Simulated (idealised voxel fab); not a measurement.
process module | voxel double patterning
cross-section cut | 265 nm wide | cells 5 nm
A cross-section is a grid of square cells, given in bands from the top down. A band is one or more rows of cells.
Each band's line starts with the height of the band's top and of its bottom, in nm. Then come its materials from left to right, each with its width in nm. One material with "throughout" fills the band from edge to edge. "air" is empty space.
Height 0 is the level under which the wafer as received is all one material. The lowest band goes on downwards, as in "0 down".
A width such as "30 to 40" changes by the same amount from each row of cells to the next, from the band's top row to its bottom row.
"no change" after a step means that no cell of the cross-section changed.
closed voids: empty space of 8 cells or more with no open way to the top, each as width x height at its distance from the left edge, in nm
after a step's settings: what the simulator itself notes on the step
overlay nm, on a step with a mask: how far to the right of its planned place the mask lay; to the left if negative
plan
1 op RECEIVE | material Si
2 op CONFORMAL_DEP | material SiO2 | thk nm 10
3 op DIRECTIONAL_DEP | material W | thk nm 15
4 op DIRECTIONAL_DEP | material SiCN | thk nm 10
5 op MASKED_ETCH | tone open | mask id FIRST | width nm 15 | pitch nm 50 | etch materials SiCN | depth nm 10 | overlay nm 0
6 op PATTERN | tone open | mask id SECOND | material resist | width nm 15 | thk nm 15 | overlay nm 0
7 op DIRECTIONAL_ETCH | etch materials SiCN | depth nm 10
8 op STRIP | etch materials resist
9 op DIRECTIONAL_ETCH | etch materials W | depth nm 15
10 op STRIP | etch materials SiCN
first wafer, as planned
as received, after step 1
  0 down: Si throughout
  closed voids: none
after step 2
  10 to 0: SiO2 throughout
  below 0: unchanged
after step 3
  25 to 10: W throughout
  below 10: unchanged
after step 4
  35 to 25: SiCN throughout
  below 25: unchanged
after step 5
  35 to 25: SiCN 100 | air 15 | SiCN 35 | air 15 | SiCN 100
  below 25: unchanged
after step 6
  50 to 35: resist 125 | air 15 | resist 125
  35 to 25: SiCN 100 | resist 15 | SiCN 35 | resist 15 | SiCN 100
  below 25: unchanged
after step 7
  50 to 35: resist 125 | air 15 | resist 125
  35 to 25: SiCN 100 | resist 15 | SiCN 10 | air 15 | SiCN 10 | resist 15 | SiCN 100
  below 25: unchanged
after step 8
  35 to 25: SiCN 100 | air 15 | SiCN 10 | air 15 | SiCN 10 | air 15 | SiCN 100
  below 25: unchanged
after step 9
  35 to 25: SiCN 100 | air 15 | SiCN 10 | air 15 | SiCN 10 | air 15 | SiCN 100
  25 to 10: W 100 | air 15 | W 10 | air 15 | W 10 | air 15 | W 100
  below 10: unchanged
after step 10
  25 to 10: W 100 | air 15 | W 10 | air 15 | W 10 | air 15 | W 100
  below 10: unchanged
second wafer: like start, like plan, one mistake. Through step 4 it matches the first wafer
when step 5 should have ended
  35 to 25: SiCN 95 | air 25 | SiCN 25 | air 25 | SiCN 95
  below 25: unchanged
when step 6 should have ended
  50 to 35: resist 125 | air 15 | resist 125
  35 to 25: SiCN 95 | resist 25 | SiCN 25 | resist 25 | SiCN 95
  below 25: unchanged
when step 7 should have ended
  50 to 35: resist 125 | air 15 | resist 125
  35 to 25: SiCN 95 | resist 25 | SiCN 5 | air 15 | SiCN 5 | resist 25 | SiCN 95
  below 25: unchanged
when step 8 should have ended
  35 to 25: SiCN 95 | air 25 | SiCN 5 | air 15 | SiCN 5 | air 25 | SiCN 95
  below 25: unchanged
when step 9 should have ended
  35 to 25: SiCN 95 | air 25 | SiCN 5 | air 15 | SiCN 5 | air 25 | SiCN 95
  25 to 10: W 95 | air 25 | W 5 | air 15 | W 5 | air 25 | W 95
  below 10: unchanged
when step 10 should have ended
  25 to 10: W 95 | air 25 | W 5 | air 15 | W 5 | air 25 | W 95
  below 10: unchanged
what went wrong: step 5 ran as: op MASKED_ETCH | tone open | mask id FIRST | width nm 25 | pitch nm 50 | etch materials SiCN | depth nm 10 | overlay nm 0
at the end the second wafer has, in cells: 12 fewer of W
